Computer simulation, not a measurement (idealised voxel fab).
Process module heading - voxel wiring stack
cross-section cut | 230 nm wide | cells 5 nm
Format of a cross-section: grid, square cells. Given as bands. Order: top down. Band: one or more rows of cells.
The band entry comprises the height of the band's top followed by the height of its bottom, expressed in nm, and subsequently the band's materials from left to right, each stated together with its width in nm. Where a single material is marked with the word "all across", that material fills the band from edge to edge. The word "empty" represents empty space.
Basically, 0 is our baseline, since under it the wafer straight out of the box is all one material. The bottom band has no lower end and keeps on going down, so it looks like "0 and below".
The expression "30..40" gives the width at the extremes of the band, the first number at its top row of cells and the second at its bottom row, with the width changing by equal amounts from each row to the next in between.
"no alteration" -> step changed no cross-section cell.
If an empty space has no open way to the top and is at least 8 cells in size, "Closed cavities" lists it, written width x height at distance, where distance is measured from the left edge and every value is in nm.
Anything after a step's settings on that line? It's the simulator's own note about the step.
overlay nm: on a step with a mask, how far right of its planned place the mask lay; negative means left.
Steps in the process plan
1. RECEIVE | material Si
2. CONFORMAL_DEP | material SiO2 | thk nm 10
3. DIRECTIONAL_DEP | material TiN | thk nm 5
4. DIRECTIONAL_DEP | material W | thk nm 25
5. MASKED_ETCH | tone cover | mask id METAL_1 | width nm 25 | pitch nm 40 | etch materials W | depth nm 25 | overlay nm 0
6. MASKED_ETCH | tone cover | mask id METAL_1 | width nm 25 | pitch nm 40 | etch materials TiN | depth nm 5 | overlay nm 0
7. CONFORMAL_DEP | material SiCN | thk nm 5
8. FILL_DEP | material lowk | thk nm 10
9. CMP | height nm 40
10. CONFORMAL_DEP | material SiCN | thk nm 5
11. DIRECTIONAL_DEP | material SiO2 | thk nm 10
12. PATTERN | tone open | mask id PLUG_1 | material resist | width nm 15 | thk nm 20 | overlay nm 0
13. DIRECTIONAL_ETCH | etch materials SiO2 | depth nm 10
14. DIRECTIONAL_ETCH | etch materials SiCN | depth nm 5
15. STRIP | etch materials resist
16. CONFORMAL_DEP | material TiN | thk nm 5
17. FILL_DEP | material Ru | thk nm 5
18. CMP | height nm 55
19. CONFORMAL_DEP | material SiCN | thk nm 5
20. DIRECTIONAL_DEP | material lowk | thk nm 25
21. MASKED_ETCH | tone open | mask id METAL_2 | width nm 25 | pitch nm 40 | etch materials lowk | depth nm 25 | overlay nm 0
22. MASKED_ETCH | tone open | mask id METAL_2 | width nm 25 | pitch nm 40 | etch materials SiCN | depth nm 5 | overlay nm 0
23. CONFORMAL_DEP | material TiN | thk nm 5
24. FILL_DEP | material Cu | thk nm 5
25. CMP | height nm 85
26. CONFORMAL_DEP | material SiCN | thk nm 5
27. DIRECTIONAL_DEP | material lowk | thk nm 10
28. MASKED_ETCH | tone open | mask id PLUG_2 | width nm 15 | etch materials lowk | depth nm 10 | overlay nm 0
29. MASKED_ETCH | tone open | mask id PLUG_2 | width nm 15 | etch materials SiCN | depth nm 5 | overlay nm 0
30. CONFORMAL_DEP | material TiN | thk nm 5
31. FILL_DEP | material Cu | thk nm 5
32. CMP | height nm 100
33. DIRECTIONAL_DEP | material TiN | thk nm 5
34. DIRECTIONAL_DEP | material W | thk nm 25
35. DIRECTIONAL_DEP | material aC | thk nm 10
36. PATTERN | tone cover | mask id METAL_3 | material resist | width nm 25 | pitch nm 40 | thk nm 25 | overlay nm 0
37. DIRECTIONAL_ETCH | etch materials aC | depth nm 10
38. STRIP | etch materials resist
39. DIRECTIONAL_ETCH | etch materials W | depth nm 25
40. DIRECTIONAL_ETCH | etch materials TiN | depth nm 5
41. STRIP | etch materials aC
42. FILL_DEP | material lowk | thk nm 10
43. CMP | height nm 130
44. CONFORMAL_DEP | material SiCN | thk nm 5
45. DIRECTIONAL_DEP | material lowk | thk nm 10
46. MASKED_ETCH | tone open | mask id PLUG_3 | width nm 15 | etch materials lowk | depth nm 10 | overlay nm 0
47. MASKED_ETCH | tone open | mask id PLUG_3 | width nm 15 | etch materials SiCN | depth nm 5 | overlay nm 0
48. CONFORMAL_DEP | material TiN | thk nm 5
49. FILL_DEP | material W | thk nm 10
50. CMP | height nm 145
51. CONFORMAL_DEP | material SiN | thk nm 5
52. DIRECTIONAL_DEP | material SiO2 | thk nm 25
53. MASKED_ETCH | tone open | mask id METAL_4 | width nm 25 | pitch nm 40 | etch materials SiO2 | depth nm 25 | overlay nm 0
54. MASKED_ETCH | tone open | mask id METAL_4 | width nm 25 | pitch nm 40 | etch materials SiN | depth nm 5 | overlay nm 0
55. CONFORMAL_DEP | material TiN | thk nm 5
56. FILL_DEP | material Ru | thk nm 10
57. CMP | height nm 175
58. EPI | material Ru | thk nm 5
59. FILL_DEP | material SiCN | thk nm 5
As received (post step 1): cross-section
> 0 and below = Si all across
> Closed cavities: none
Wafer cross-section at module end: first of two, run to plan
> 185 down to 180 = SiCN all across
> 180 down to 175 = SiCN 75 nm; Ru 35 nm; SiCN 5 nm; Ru 35 nm; SiCN 80 nm
> 175 down to 150 = SiO2 80 nm; TiN 5 nm; Ru 15 nm; TiN 5 nm; SiO2 15 nm; TiN 5 nm; Ru 15 nm; TiN 5 nm; SiO2 85 nm
> 150 down to 145 = SiN 80 nm; TiN 25 nm; SiN 15 nm; TiN 25 nm; SiN 85 nm
> 145 down to 135 = lowk 80 nm; TiN 5 nm; W 5 nm; TiN 5 nm; lowk 135 nm
> 135 down to 130 = SiCN 80 nm; TiN 15 nm; SiCN 135 nm
> 130 down to 105 = lowk 80 nm; W 25 nm; lowk 15 nm; W 25 nm; lowk 85 nm
> 105 down to 100 = lowk 80 nm; TiN 25 nm; lowk 15 nm; TiN 25 nm; lowk 85 nm
> 100 down to 90 = lowk 80 nm; TiN 5 nm; Cu 5 nm; TiN 5 nm; lowk 135 nm
> 90 down to 85 = SiCN 80 nm; TiN 15 nm; SiCN 135 nm
> 85 down to 60 = lowk 80 nm; TiN 5 nm; Cu 15 nm; TiN 5 nm; lowk 15 nm; TiN 5 nm; Cu 15 nm; TiN 5 nm; lowk 85 nm
> 60 down to 55 = SiCN 80 nm; TiN 25 nm; SiCN 15 nm; TiN 25 nm; SiCN 85 nm
> 55 down to 45 = SiO2 80 nm; TiN 5 nm; Ru 5 nm; TiN 5 nm; SiO2 135 nm
> 45 down to 40 = SiCN 80 nm; TiN 15 nm; SiCN 135 nm
> 40 down to 15 = lowk 75 nm; SiCN 5 nm; W 25 nm; SiCN 5 nm; lowk 5 nm; SiCN 5 nm; W 25 nm; SiCN 5 nm; lowk 80 nm
> 15 down to 10 = SiCN 80 nm; TiN 25 nm; SiCN 15 nm; TiN 25 nm; SiCN 85 nm
> 10 down to 0 = SiO2 all across
> 0 and below = Si all across
> Closed cavities: none
Second wafer at the end: like start, like plan, one mistake
> 185 down to 180 = SiCN all across
> 180 down to 175 = SiCN 75 nm; Ru 35 nm; SiCN 5 nm; Ru 35 nm; SiCN 80 nm
> 175 down to 150 = SiO2 80 nm; TiN 5 nm; Ru 15 nm; TiN 5 nm; SiO2 15 nm; TiN 5 nm; Ru 15 nm; TiN 5 nm; SiO2 85 nm
> 150 down to 145 = SiN 80 nm; TiN 25 nm; SiN 15 nm; TiN 25 nm; SiN 85 nm
> 145 down to 135 = lowk 80 nm; TiN 5 nm; W 5 nm; TiN 5 nm; lowk 135 nm
> 135 down to 130 = SiCN 80 nm; TiN 15 nm; SiCN 135 nm
> 130 down to 105 = lowk 80 nm; W 25 nm; lowk 15 nm; W 25 nm; lowk 85 nm
> 105 down to 100 = lowk 80 nm; TiN 25 nm; lowk 15 nm; TiN 25 nm; lowk 85 nm
> 100 down to 90 = lowk 80 nm; TiN 5 nm; Cu 5 nm; TiN 5 nm; lowk 135 nm
> 90 down to 85 = SiCN 80 nm; TiN 15 nm; SiCN 135 nm
> 85 down to 60 = lowk 80 nm; TiN 5 nm; Cu 15 nm; TiN 5 nm; lowk 15 nm; TiN 5 nm; Cu 15 nm; TiN 5 nm; lowk 85 nm
> 60 down to 55 = SiCN 80 nm; TiN 25 nm; SiCN 15 nm; TiN 25 nm; SiCN 85 nm
> 55 down to 45 = lowk all across
> 45 down to 40 = lowk 75 nm; SiCN 35 nm; lowk 5 nm; SiCN 35 nm; lowk 80 nm
> 40 down to 15 = lowk 75 nm; SiCN 5 nm; W 25 nm; SiCN 5 nm; lowk 5 nm; SiCN 5 nm; W 25 nm; SiCN 5 nm; lowk 80 nm
> 15 down to 10 = SiCN 80 nm; TiN 25 nm; SiCN 15 nm; TiN 25 nm; SiCN 85 nm
> 10 down to 0 = SiO2 all across
> 0 and below = Si all across
> Closed cavities: none
what went wrong: skipped: plan step 9 (never run)
The second wafer ends with more or fewer cells of some materials than the first, per final count: Ru -2, SiCN -29, SiO2 -86, TiN -7, lowk +124
